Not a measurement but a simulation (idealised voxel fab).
The name of this process module is voxel self aligned vias.
300 nm wide, 5 nm square cells: that's cross-section cut.
When this document writes out a cross-section, it uses a grid of square cells and lists it as bands, beginning at the top and moving down, with a band standing for one or more rows of cells. Top, bottom (nm), then materials left to right with widths (nm); lone material tagged "throughout" fills the whole band edge to edge; "blank" = empty space. The level at which height equals 0 is the one under which the wafer, as it arrives, is entirely one material. No lower edge exists for the bottom band, which continues downward and is notated as in "from 0 down". With a width like "30 to 40", each row of cells in the band differs from the next by the same amount, the top row carrying the first number and the bottom row the second. Key: "nothing changed" - step with no changed cell in the cross-section. Basically, "Enclosed void catalog" tells you about the enclosed voids: empty spaces with no open way to the top, 8 cells or bigger, each written width x height at distance, where distance is from the left edge, all in nm. Note: text after step settings on the step line = simulator remark on that step. overlay nm: right-of-plan distance of the mask on a masked step; negative values mean left-of-plan.

List of planned process steps:
1. RECEIVE,material Si
2. CONFORMAL_DEP,material SiO2,thk nm 10
3. CONFORMAL_DEP,material SiCN,thk nm 5
4. DIRECTIONAL_DEP,material SiO2,thk nm 25
5. DIRECTIONAL_DEP,material aC,thk nm 15
6. PATTERN,tone open,mask id LINES,material resist,width nm 30,pitch nm 60,thk nm 30,overlay nm 0
7. DIRECTIONAL_ETCH,etch materials aC,depth nm 15
8. STRIP,etch materials resist
9. DIRECTIONAL_ETCH,etch materials SiO2,depth nm 25
10. STRIP,etch materials aC
11. CONFORMAL_DEP,material TiN,thk nm 5
12. FILL_DEP,material W,thk nm 5
13. CMP,height nm 40
14. SELECTIVE_ETCH,etch materials W Ru TiN,depth nm 10
15. FILL_DEP,material SiN,thk nm 10
16. CMP,height nm 40
17. DIRECTIONAL_DEP,material SiO2,thk nm 20
18. MASKED_ETCH,tone open,mask id VIAS,width nm 40,pitch nm 120,etch materials SiO2,depth nm 20,overlay nm 0
19. MASKED_ETCH,tone open,mask id VIAS,width nm 40,pitch nm 120,etch materials SiN,depth nm 10,overlay nm 0
20. CONFORMAL_DEP,material TiN,thk nm 5
21. FILL_DEP,material W,thk nm 5
22. CMP,height nm 60
23. CONFORMAL_DEP,material SiN,thk nm 5

First wafer, as planned:

As received, after step 1:
from 0 down  Si throughout
Enclosed void catalog: none

Cross-section of the wafer subsequent to step 2:
from 10 to 0  SiO2 throughout
Under the height 0 nothing was changed.

Cross-section of the wafer subsequent to step 3:
from 15 to 10  SiCN throughout
Under the height 10 nothing was changed.

Cross-section of the wafer subsequent to step 4:
from 40 to 15  SiO2 throughout
Under the height 15 nothing was changed.

Cross-section of the wafer subsequent to step 5:
from 55 to 40  aC throughout
Under the height 40 nothing was changed.

Cross-section of the wafer subsequent to step 6:
from 85 to 55  75 resist | 30 blank | 30 resist | 30 blank | 30 resist | 30 blank | 75 resist
Under the height 55 nothing was changed.

Cross-section of the wafer subsequent to step 7:
from 70 to 55  75 resist | 30 blank | 30 resist | 30 blank | 30 resist | 30 blank | 75 resist
from 55 to 40  75 aC | 30 blank | 30 aC | 30 blank | 30 aC | 30 blank | 75 aC
Under the height 40 nothing was changed.

Cross-section of the wafer subsequent to step 8:
from 55 to 40  75 aC | 30 blank | 30 aC | 30 blank | 30 aC | 30 blank | 75 aC
Under the height 40 nothing was changed.

Cross-section of the wafer subsequent to step 9:
from 55 to 40  75 aC | 30 blank | 30 aC | 30 blank | 30 aC | 30 blank | 75 aC
from 40 to 15  75 SiO2 | 30 blank | 30 SiO2 | 30 blank | 30 SiO2 | 30 blank | 75 SiO2
Under the height 15 nothing was changed.

Cross-section of the wafer subsequent to step 10:
from 40 to 15  75 SiO2 | 30 blank | 30 SiO2 | 30 blank | 30 SiO2 | 30 blank | 75 SiO2
Under the height 15 nothing was changed.

Cross-section of the wafer subsequent to step 11:
from 45 to 40  80 TiN | 20 blank | 40 TiN | 20 blank | 40 TiN | 20 blank | 80 TiN
from 40 to 20  75 SiO2 | 5 TiN | 20 blank | 5 TiN | 30 SiO2 | 5 TiN | 20 blank | 5 TiN | 30 SiO2 | 5 TiN | 20 blank | 5 TiN | 75 SiO2
from 20 to 15  75 SiO2 | 30 TiN | 30 SiO2 | 30 TiN | 30 SiO2 | 30 TiN | 75 SiO2
Under the height 15 nothing was changed.

Cross-section of the wafer subsequent to step 12:
from 50 to 45  W throughout
from 45 to 40  80 TiN | 20 W | 40 TiN | 20 W | 40 TiN | 20 W | 80 TiN
from 40 to 20  75 SiO2 | 5 TiN | 20 W | 5 TiN | 30 SiO2 | 5 TiN | 20 W | 5 TiN | 30 SiO2 | 5 TiN | 20 W | 5 TiN | 75 SiO2
Under the height 20 nothing was changed.

Cross-section of the wafer subsequent to step 13:
from 40 to 20  75 SiO2 | 5 TiN | 20 W | 5 TiN | 30 SiO2 | 5 TiN | 20 W | 5 TiN | 30 SiO2 | 5 TiN | 20 W | 5 TiN | 75 SiO2
Under the height 20 nothing was changed.

Cross-section of the wafer subsequent to step 14:
from 40 to 30  75 SiO2 | 30 blank | 30 SiO2 | 30 blank | 30 SiO2 | 30 blank | 75 SiO2
Under the height 30 nothing was changed.

Cross-section of the wafer subsequent to step 15:
from 50 to 40  SiN throughout
from 40 to 30  75 SiO2 | 30 SiN | 30 SiO2 | 30 SiN | 30 SiO2 | 30 SiN | 75 SiO2
Under the height 30 nothing was changed.

Cross-section of the wafer subsequent to step 16:
from 40 to 30  75 SiO2 | 30 SiN | 30 SiO2 | 30 SiN | 30 SiO2 | 30 SiN | 75 SiO2
Under the height 30 nothing was changed.

Cross-section of the wafer subsequent to step 17:
from 60 to 40  SiO2 throughout
Under the height 40 nothing was changed.

Cross-section of the wafer subsequent to step 18:
from 60 to 40  70 SiO2 | 40 blank | 80 SiO2 | 40 blank | 70 SiO2
Under the height 40 nothing was changed.

Cross-section of the wafer subsequent to step 19:
from 60 to 40  70 SiO2 | 40 blank | 80 SiO2 | 40 blank | 70 SiO2
from 40 to 30  75 SiO2 | 30 blank | 30 SiO2 | 30 SiN | 30 SiO2 | 30 blank | 75 SiO2
Under the height 30 nothing was changed.

Cross-section of the wafer subsequent to step 20:
from 65 to 60  75 TiN | 30 blank | 90 TiN | 30 blank | 75 TiN
from 60 to 45  70 SiO2 | 5 TiN | 30 blank | 5 TiN | 80 SiO2 | 5 TiN | 30 blank | 5 TiN | 70 SiO2
from 45 to 40  70 SiO2 | 10 TiN | 20 blank | 10 TiN | 80 SiO2 | 10 TiN | 20 blank | 10 TiN | 70 SiO2
from 40 to 35  75 SiO2 | 5 TiN | 20 blank | 5 TiN | 30 SiO2 | 30 SiN | 30 SiO2 | 5 TiN | 20 blank | 5 TiN | 75 SiO2
from 35 to 30  75 SiO2 | 30 TiN | 30 SiO2 | 30 SiN | 30 SiO2 | 30 TiN | 75 SiO2
Under the height 30 nothing was changed.

Cross-section of the wafer subsequent to step 21:
from 70 to 65  W throughout
from 65 to 60  75 TiN | 30 W | 90 TiN | 30 W | 75 TiN
from 60 to 45  70 SiO2 | 5 TiN | 30 W | 5 TiN | 80 SiO2 | 5 TiN | 30 W | 5 TiN | 70 SiO2
from 45 to 40  70 SiO2 | 10 TiN | 20 W | 10 TiN | 80 SiO2 | 10 TiN | 20 W | 10 TiN | 70 SiO2
from 40 to 35  75 SiO2 | 5 TiN | 20 W | 5 TiN | 30 SiO2 | 30 SiN | 30 SiO2 | 5 TiN | 20 W | 5 TiN | 75 SiO2
Under the height 35 nothing was changed.

Cross-section of the wafer subsequent to step 22:
from 60 to 45  70 SiO2 | 5 TiN | 30 W | 5 TiN | 80 SiO2 | 5 TiN | 30 W | 5 TiN | 70 SiO2
Under the height 45 nothing was changed.

Cross-section of the wafer subsequent to step 23:
from 65 to 60  SiN throughout
Under the height 60 nothing was changed.

The second wafer was prepared from the same starting point and under the same plan as the first; its processing contained one mistake, and it remains indistinguishable from the first wafer up to and including step 3:

Here is the second wafer in cross-section at the point where step 4 of the plan should have been done:
from 35 to 15  SiO2 throughout
Under the height 15 nothing was changed.

Here is the second wafer in cross-section at the point where step 5 of the plan should have been done:
from 50 to 35  aC throughout
Under the height 35 nothing was changed.

Here is the second wafer in cross-section at the point where step 6 of the plan should have been done:
from 80 to 50  75 resist | 30 blank | 30 resist | 30 blank | 30 resist | 30 blank | 75 resist
Under the height 50 nothing was changed.

Here is the second wafer in cross-section at the point where step 7 of the plan should have been done:
from 65 to 50  75 resist | 30 blank | 30 resist | 30 blank | 30 resist | 30 blank | 75 resist
from 50 to 35  75 aC | 30 blank | 30 aC | 30 blank | 30 aC | 30 blank | 75 aC
Under the height 35 nothing was changed.

Here is the second wafer in cross-section at the point where step 8 of the plan should have been done:
from 50 to 35  75 aC | 30 blank | 30 aC | 30 blank | 30 aC | 30 blank | 75 aC
Under the height 35 nothing was changed.

Here is the second wafer in cross-section at the point where step 9 of the plan should have been done:
from 50 to 35  75 aC | 30 blank | 30 aC | 30 blank | 30 aC | 30 blank | 75 aC
from 35 to 15  75 SiO2 | 30 blank | 30 SiO2 | 30 blank | 30 SiO2 | 30 blank | 75 SiO2
Under the height 15 nothing was changed.

Here is the second wafer in cross-section at the point where step 10 of the plan should have been done:
from 35 to 15  75 SiO2 | 30 blank | 30 SiO2 | 30 blank | 30 SiO2 | 30 blank | 75 SiO2
Under the height 15 nothing was changed.

Here is the second wafer in cross-section at the point where step 11 of the plan should have been done:
from 40 to 35  80 TiN | 20 blank | 40 TiN | 20 blank | 40 TiN | 20 blank | 80 TiN
from 35 to 20  75 SiO2 | 5 TiN | 20 blank | 5 TiN | 30 SiO2 | 5 TiN | 20 blank | 5 TiN | 30 SiO2 | 5 TiN | 20 blank | 5 TiN | 75 SiO2
from 20 to 15  75 SiO2 | 30 TiN | 30 SiO2 | 30 TiN | 30 SiO2 | 30 TiN | 75 SiO2
Under the height 15 nothing was changed.

Here is the second wafer in cross-section at the point where step 12 of the plan should have been done:
from 45 to 40  W throughout
from 40 to 35  80 TiN | 20 W | 40 TiN | 20 W | 40 TiN | 20 W | 80 TiN
from 35 to 20  75 SiO2 | 5 TiN | 20 W | 5 TiN | 30 SiO2 | 5 TiN | 20 W | 5 TiN | 30 SiO2 | 5 TiN | 20 W | 5 TiN | 75 SiO2
Under the height 20 nothing was changed.

Here is the second wafer in cross-section at the point where step 13 of the plan should have been done:
from 40 to 35  80 TiN | 20 W | 40 TiN | 20 W | 40 TiN | 20 W | 80 TiN
Under the height 35 nothing was changed.

Here is the second wafer in cross-section at the point where step 14 of the plan should have been done:
from 35 to 30  75 SiO2 | 30 blank | 30 SiO2 | 30 blank | 30 SiO2 | 30 blank | 75 SiO2
Under the height 30 nothing was changed.

Here is the second wafer in cross-section at the point where step 15 of the plan should have been done:
from 45 to 35  SiN throughout
from 35 to 30  75 SiO2 | 30 SiN | 30 SiO2 | 30 SiN | 30 SiO2 | 30 SiN | 75 SiO2
Under the height 30 nothing was changed.

Here is the second wafer in cross-section at the point where step 16 of the plan should have been done:
from 40 to 35  SiN throughout
Under the height 35 nothing was changed.

Here is the second wafer in cross-section at the point where step 17 of the plan should have been done:
from 60 to 40  SiO2 throughout
Under the height 40 nothing was changed.

Here is the second wafer in cross-section at the point where step 18 of the plan should have been done:
from 60 to 40  70 SiO2 | 40 blank | 80 SiO2 | 40 blank | 70 SiO2
Under the height 40 nothing was changed.

Here is the second wafer in cross-section at the point where step 19 of the plan should have been done:
from 60 to 40  70 SiO2 | 40 blank | 80 SiO2 | 40 blank | 70 SiO2
from 40 to 35  70 SiN | 40 blank | 80 SiN | 40 blank | 70 SiN
from 35 to 30  75 SiO2 | 30 blank | 30 SiO2 | 30 SiN | 30 SiO2 | 30 blank | 75 SiO2
Under the height 30 nothing was changed.

Here is the second wafer in cross-section at the point where step 20 of the plan should have been done:
from 65 to 60  75 TiN | 30 blank | 90 TiN | 30 blank | 75 TiN
from 60 to 40  70 SiO2 | 5 TiN | 30 blank | 5 TiN | 80 SiO2 | 5 TiN | 30 blank | 5 TiN | 70 SiO2
from 40 to 35  70 SiN | 10 TiN | 20 blank | 10 TiN | 80 SiN | 10 TiN | 20 blank | 10 TiN | 70 SiN
from 35 to 30  75 SiO2 | 30 TiN | 30 SiO2 | 30 SiN | 30 SiO2 | 30 TiN | 75 SiO2
Under the height 30 nothing was changed.

Here is the second wafer in cross-section at the point where step 21 of the plan should have been done:
from 70 to 65  W throughout
from 65 to 60  75 TiN | 30 W | 90 TiN | 30 W | 75 TiN
from 60 to 40  70 SiO2 | 5 TiN | 30 W | 5 TiN | 80 SiO2 | 5 TiN | 30 W | 5 TiN | 70 SiO2
from 40 to 35  70 SiN | 10 TiN | 20 W | 10 TiN | 80 SiN | 10 TiN | 20 W | 10 TiN | 70 SiN
Under the height 35 nothing was changed.

Here is the second wafer in cross-section at the point where step 22 of the plan should have been done:
from 60 to 40  70 SiO2 | 5 TiN | 30 W | 5 TiN | 80 SiO2 | 5 TiN | 30 W | 5 TiN | 70 SiO2
Under the height 40 nothing was changed.

Here is the second wafer in cross-section at the point where step 23 of the plan should have been done:
from 65 to 60  SiN throughout
Under the height 60 nothing was changed.
Short version of what went wrong: step 4 ran differently from the plan; actual operation with settings: DIRECTIONAL_DEP,material SiO2,thk nm 20
Wrapping up, a cell-based count of both wafers puts the second over or under the first for these materials: SiN: 38 more | SiO2: 42 fewer | W: 4 more
